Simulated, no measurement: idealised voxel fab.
Presented below is a process module, voxel self aligned contacts.
Xsec cut, 255 nm wide, square cell size 5 nm.
Cross-section format: a grid of square cells, given as bands from top to bottom; each band is one or more rows of cells. Heads up on the band format: heights come first, top then bottom, in nm. After that it's the materials left to right, each with its width in nm. A single material flagged "edge to edge" fills the whole band edge to edge, and "blank" means there's empty space there. All heights in this document are referenced to 0, defined as the level beneath which the wafer, as received, consists entirely of one material. The lowest band is not bounded below; it extends indefinitely downward and is written in the form "from 0 down". A width such as "30->40" changes by the same amount from each row of cells to the next, from the band's top row to its bottom row. Where the words "no change" appear for a step, the cross-section shows no cell changed by that step; every cell remained as before. Closed empty spaces (no open way to the top) of 8 cells or more are what "Cavities, closed" lists, each as width x height at distance from the left edge, nm for all three. On each step's line, the part that comes after the settings is the simulator's own comment on the step. When a step includes a mask, the "overlay nm" setting on its line states how far to the right of its planned place that mask lay, and negative values state how far to the left.
## These are the steps we planned for the process
1,op RECEIVE | material Si
2,op OXIDIZE | depth nm 5
3,op DIRECTIONAL_DEP | material polySi | thk nm 30
4,op DIRECTIONAL_DEP | material SiN | thk nm 25
5,op DIRECTIONAL_DEP | material aC | thk nm 10
6,op PATTERN | tone cover | mask id GATE | material resist | width nm 30 | pitch nm 75 | thk nm 30 | overlay nm 0
7,op DIRECTIONAL_ETCH | etch materials aC | depth nm 10
8,op STRIP | etch materials resist
9,op DIRECTIONAL_ETCH | etch materials SiN | depth nm 25
10,op DIRECTIONAL_ETCH | etch materials polySi | depth nm 30
11,op STRIP | etch materials aC
12,op CONFORMAL_DEP | material SiN | thk nm 10
13,op DIRECTIONAL_ETCH | etch materials SiN | depth nm 10
14,op FILL_DEP | material SiO2 | thk nm 15
15,op CMP | height nm 60
16,op MASKED_ETCH | tone open | mask id CONTACT | width nm 55 | etch materials SiO2 | depth nm 65 | overlay nm 0
17,op CONFORMAL_DEP | material TiN | thk nm 5
18,op FILL_DEP | material W | thk nm 5
19,op CMP | height nm 60
20,op CONFORMAL_DEP | material SiCN | thk nm 5
## First wafer of two (run as planned)
## Wafer at receipt (post step 1), cross-section
  from 0 down: Si edge to edge
  Cavities, closed: none
## The wafer in cross-section once step 2 is complete
  from 0 to -5: SiO2 edge to edge
  Below -5, no change.
## The wafer in cross-section once step 3 is complete
  from 30 to 0: polySi edge to edge
  Below 0, no change.
## The wafer in cross-section once step 4 is complete
  from 55 to 30: SiN edge to edge
  Below 30, no change.
## The wafer in cross-section once step 5 is complete
  from 65 to 55: aC edge to edge
  Below 55, no change.
## The wafer in cross-section once step 6 is complete
  from 95 to 65: blank (75), then resist (30), then blank (45), then resist (30), then blank (75)
  Below 65, no change.
## The wafer in cross-section once step 7 is complete
  from 85 to 65: blank (75), then resist (30), then blank (45), then resist (30), then blank (75)
  from 65 to 55: blank (75), then aC (30), then blank (45), then aC (30), then blank (75)
  Below 55, no change.
## The wafer in cross-section once step 8 is complete
  from 65 to 55: blank (75), then aC (30), then blank (45), then aC (30), then blank (75)
  Below 55, no change.
## The wafer in cross-section once step 9 is complete
  from 65 to 55: blank (75), then aC (30), then blank (45), then aC (30), then blank (75)
  from 55 to 30: blank (75), then SiN (30), then blank (45), then SiN (30), then blank (75)
  Below 30, no change.
## The wafer in cross-section once step 10 is complete
  from 65 to 55: blank (75), then aC (30), then blank (45), then aC (30), then blank (75)
  from 55 to 30: blank (75), then SiN (30), then blank (45), then SiN (30), then blank (75)
  from 30 to 0: blank (75), then polySi (30), then blank (45), then polySi (30), then blank (75)
  Below 0, no change.
## The wafer in cross-section once step 11 is complete
  from 55 to 30: blank (75), then SiN (30), then blank (45), then SiN (30), then blank (75)
  Below 30, no change.
## The wafer in cross-section once step 12 is complete
  from 65 to 30: blank (65), then SiN (50), then blank (25), then SiN (50), then blank (65)
  from 30 to 10: blank (65), then SiN (10), then polySi (30), then SiN (10), then blank (25), then SiN (10), then polySi (30), then SiN (10), then blank (65)
  from 10 to 0: SiN (75), then polySi (30), then SiN (45), then polySi (30), then SiN (75)
  Below 0, no change.
## The wafer in cross-section once step 13 is complete
  from 55 to 30: blank (65), then SiN (50), then blank (25), then SiN (50), then blank (65)
  from 30 to 0: blank (65), then SiN (10), then polySi (30), then SiN (10), then blank (25), then SiN (10), then polySi (30), then SiN (10), then blank (65)
  Below 0, no change.
## The wafer in cross-section once step 14 is complete
  from 70 to 55: SiO2 edge to edge
  from 55 to 30: SiO2 (65), then SiN (50), then SiO2 (25), then SiN (50), then SiO2 (65)
  from 30 to 0: SiO2 (65), then SiN (10), then polySi (30), then SiN (10), then SiO2 (25), then SiN (10), then polySi (30), then SiN (10), then SiO2 (65)
  Below 0, no change.
## The wafer in cross-section once step 15 is complete
  from 60 to 55: SiO2 edge to edge
  Below 55, no change.
## The wafer in cross-section once step 16 is complete
  from 60 to 55: SiO2 (100), then blank (55), then SiO2 (100)
  from 55 to 30: SiO2 (65), then SiN (50), then blank (25), then SiN (50), then SiO2 (65)
  from 30 to 0: SiO2 (65), then SiN (10), then polySi (30), then SiN (10), then blank (25), then SiN (10), then polySi (30), then SiN (10), then SiO2 (65)
  from 0 to -5: SiO2 (115), then blank (25), then SiO2 (115)
  Below -5, no change.
## The wafer in cross-section once step 17 is complete
  from 65 to 60: TiN (105), then blank (45), then TiN (105)
  from 60 to 55: SiO2 (100), then TiN (20), then blank (15), then TiN (20), then SiO2 (100)
  from 55 to 30: SiO2 (65), then SiN (50), then TiN (5), then blank (15), then TiN (5), then SiN (50), then SiO2 (65)
  from 30 to 0: SiO2 (65), then SiN (10), then polySi (30), then SiN (10), then TiN (5), then blank (15), then TiN (5), then SiN (10), then polySi (30), then SiN (10), then SiO2 (65)
  from 0 to -5: SiO2 (115), then TiN (25), then SiO2 (115)
  Below -5, no change.
## The wafer in cross-section once step 18 is complete
  from 70 to 65: W edge to edge
  from 65 to 60: TiN (105), then W (45), then TiN (105)
  from 60 to 55: SiO2 (100), then TiN (20), then W (15), then TiN (20), then SiO2 (100)
  from 55 to 30: SiO2 (65), then SiN (50), then TiN (5), then W (15), then TiN (5), then SiN (50), then SiO2 (65)
  from 30 to 0: SiO2 (65), then SiN (10), then polySi (30), then SiN (10), then TiN (5), then W (15), then TiN (5), then SiN (10), then polySi (30), then SiN (10), then SiO2 (65)
  Below 0, no change.
## The wafer in cross-section once step 19 is complete
  from 60 to 55: SiO2 (100), then TiN (20), then W (15), then TiN (20), then SiO2 (100)
  Below 55, no change.
## The wafer in cross-section once step 20 is complete
  from 65 to 60: SiCN edge to edge
  Below 60, no change.
## Second wafer, same starting state and plan as the first, one mistake in the run, identical through step 2
## X-section, second wafer, when step 3 was due to finish
  from 60 to 0: polySi edge to edge
  Below 0, no change.
## X-section, second wafer, when step 4 was due to finish
  from 85 to 60: SiN edge to edge
  Below 60, no change.
## X-section, second wafer, when step 5 was due to finish
  from 95 to 85: aC edge to edge
  Below 85, no change.
## X-section, second wafer, when step 6 was due to finish
  from 125 to 95: blank (75), then resist (30), then blank (45), then resist (30), then blank (75)
  Below 95, no change.
## X-section, second wafer, when step 7 was due to finish
  from 115 to 95: blank (75), then resist (30), then blank (45), then resist (30), then blank (75)
  from 95 to 85: blank (75), then aC (30), then blank (45), then aC (30), then blank (75)
  Below 85, no change.
## X-section, second wafer, when step 8 was due to finish
  from 95 to 85: blank (75), then aC (30), then blank (45), then aC (30), then blank (75)
  Below 85, no change.
## X-section, second wafer, when step 9 was due to finish
  from 95 to 85: blank (75), then aC (30), then blank (45), then aC (30), then blank (75)
  from 85 to 60: blank (75), then SiN (30), then blank (45), then SiN (30), then blank (75)
  Below 60, no change.
## X-section, second wafer, when step 10 was due to finish
  from 95 to 85: blank (75), then aC (30), then blank (45), then aC (30), then blank (75)
  from 85 to 60: blank (75), then SiN (30), then blank (45), then SiN (30), then blank (75)
  from 60 to 30: blank (75), then polySi (30), then blank (45), then polySi (30), then blank (75)
  Below 30, no change.
## X-section, second wafer, when step 11 was due to finish
  from 85 to 60: blank (75), then SiN (30), then blank (45), then SiN (30), then blank (75)
  Below 60, no change.
## X-section, second wafer, when step 12 was due to finish
  from 95 to 60: blank (65), then SiN (50), then blank (25), then SiN (50), then blank (65)
  from 60 to 40: blank (65), then SiN (10), then polySi (30), then SiN (10), then blank (25), then SiN (10), then polySi (30), then SiN (10), then blank (65)
  from 40 to 30: SiN (75), then polySi (30), then SiN (45), then polySi (30), then SiN (75)
  Below 30, no change.
## X-section, second wafer, when step 13 was due to finish
  from 85 to 60: blank (65), then SiN (50), then blank (25), then SiN (50), then blank (65)
  from 60 to 30: blank (65), then SiN (10), then polySi (30), then SiN (10), then blank (25), then SiN (10), then polySi (30), then SiN (10), then blank (65)
  Below 30, no change.
## X-section, second wafer, when step 14 was due to finish
  from 100 to 85: SiO2 edge to edge
  from 85 to 60: SiO2 (65), then SiN (50), then SiO2 (25), then SiN (50), then SiO2 (65)
  from 60 to 30: SiO2 (65), then SiN (10), then polySi (30), then SiN (10), then SiO2 (25), then SiN (10), then polySi (30), then SiN (10), then SiO2 (65)
  Below 30, no change.
## X-section, second wafer, when step 15 was due to finish
  from 60 to 30: SiO2 (65), then SiN (10), then polySi (30), then SiN (10), then SiO2 (25), then SiN (10), then polySi (30), then SiN (10), then SiO2 (65)
  Below 30, no change.
## X-section, second wafer, when step 16 was due to finish
  from 60 to 30: SiO2 (65), then SiN (10), then polySi (30), then SiN (10), then blank (25), then SiN (10), then polySi (30), then SiN (10), then SiO2 (65)
  Below 30, no change.
## X-section, second wafer, when step 17 was due to finish
  from 65 to 60: TiN (120), then blank (15), then TiN (120)
  from 60 to 35: SiO2 (65), then SiN (10), then polySi (30), then SiN (10), then TiN (5), then blank (15), then TiN (5), then SiN (10), then polySi (30), then SiN (10), then SiO2 (65)
  from 35 to 30: SiO2 (65), then SiN (10), then polySi (30), then SiN (10), then TiN (25), then SiN (10), then polySi (30), then SiN (10), then SiO2 (65)
  Below 30, no change.
## X-section, second wafer, when step 18 was due to finish
  from 70 to 65: W edge to edge
  from 65 to 60: TiN (120), then W (15), then TiN (120)
  from 60 to 35: SiO2 (65), then SiN (10), then polySi (30), then SiN (10), then TiN (5), then W (15), then TiN (5), then SiN (10), then polySi (30), then SiN (10), then SiO2 (65)
  Below 35, no change.
## X-section, second wafer, when step 19 was due to finish
  from 60 to 35: SiO2 (65), then SiN (10), then polySi (30), then SiN (10), then TiN (5), then W (15), then TiN (5), then SiN (10), then polySi (30), then SiN (10), then SiO2 (65)
  Below 35, no change.
## X-section, second wafer, when step 20 was due to finish
  from 65 to 60: SiCN edge to edge
  Below 60, no change.
Which mistake was made when the wafer was run? it should be noted that step 3 of the plan was executed twice
Bottom line after processing is that, in cells, the second wafer is up or down on some materials versus the first: 100 fewer of SiN | 165 fewer of SiO2 | 20 fewer of TiN | 21 fewer of W | 306 more of polySi
